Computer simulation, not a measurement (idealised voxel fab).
Process module under the name voxel gate over fins
This is section cut - it's 295 nm across, gridded in 5 nm square cells.
Reading order for cross-sections: top band down to bottom band. Underlying form: a grid of square cells. Band size: one or more rows of cells. Each band's line starts with the height of the band's top and of its bottom, in nm. Then come its materials from left to right, each with its width in nm. One material with "everywhere" fills the band from edge to edge. "air" is empty space. Height datum 0, below which the as-received substrate wafer is one material. Lowest band open at the bottom, running downward: "0 -> down". Width "30..40": first value at the band's top row of cells, second value at its bottom row, equal change from row to row. Basically "all unchanged" means that step didn't change any cell in the cross-section. "Entrapped void list" means: voids of 8 cells or more that are shut off from the top with no open way through. Written width x height at distance, distance from the left edge, in nm. Whatever follows a step's settings on its line is a remark the simulator itself makes about that step. overlay nm: step with mask; distance mask lay right of planned place; negative value = left of planned place.

### Process steps - plan
- 1: RECEIVE with material Si
- 2: CONFORMAL_DEP with material SiN, thk nm 5
- 3: MASKED_ETCH with tone cover, mask id FINS, width nm 15, pitch nm 40, etch materials SiN, depth nm 5, overlay nm 0
- 4: MASKED_ETCH with tone cover, mask id FINS, width nm 15, pitch nm 40, etch materials Si, depth nm 35, overlay nm 0
- 5: FILL_DEP with material SiO2, thk nm 5
- 6: CMP with height nm 5
- 7: SELECTIVE_ETCH with etch materials SiO2, depth nm 20
- 8: STRIP with etch materials SiN
- 9: CONFORMAL_DEP with material HfO2, thk nm 5
- 10: CONFORMAL_DEP with material TiN, thk nm 5
- 11: FILL_DEP with material W, thk nm 15
- 12: CMP with height nm 10
- 13: CONFORMAL_DEP with material SiN, thk nm 5
varied across the wafers: height nm of step 12. The plan shows the first wafer's value. All wafers start alike

### Cross-section of the first of several wafers on receipt, reflecting completion of step 1
- 0 -> down  Si everywhere
- Entrapped void list: none

### The table below has one row for each wafer; a row shows, as of the end of the module, how many cells of each material the wafer has gained, marked (+), or lost, marked (-), since it was received, and then the wafer's closed voids
height nm 10; +83 HfO2; -329 Si; +59 SiN; +188 SiO2; +83 TiN; +93 W; Entrapped void list: none
height nm 15; +83 HfO2; -329 Si; +59 SiN; +188 SiO2; +83 TiN; +152 W; Entrapped void list: none
height nm 20; +83 HfO2; -329 Si; +59 SiN; +188 SiO2; +83 TiN; +211 W; Entrapped void list: none
height nm 25; +83 HfO2; -329 Si; +59 SiN; +188 SiO2; +83 TiN; +270 W; Entrapped void list: none
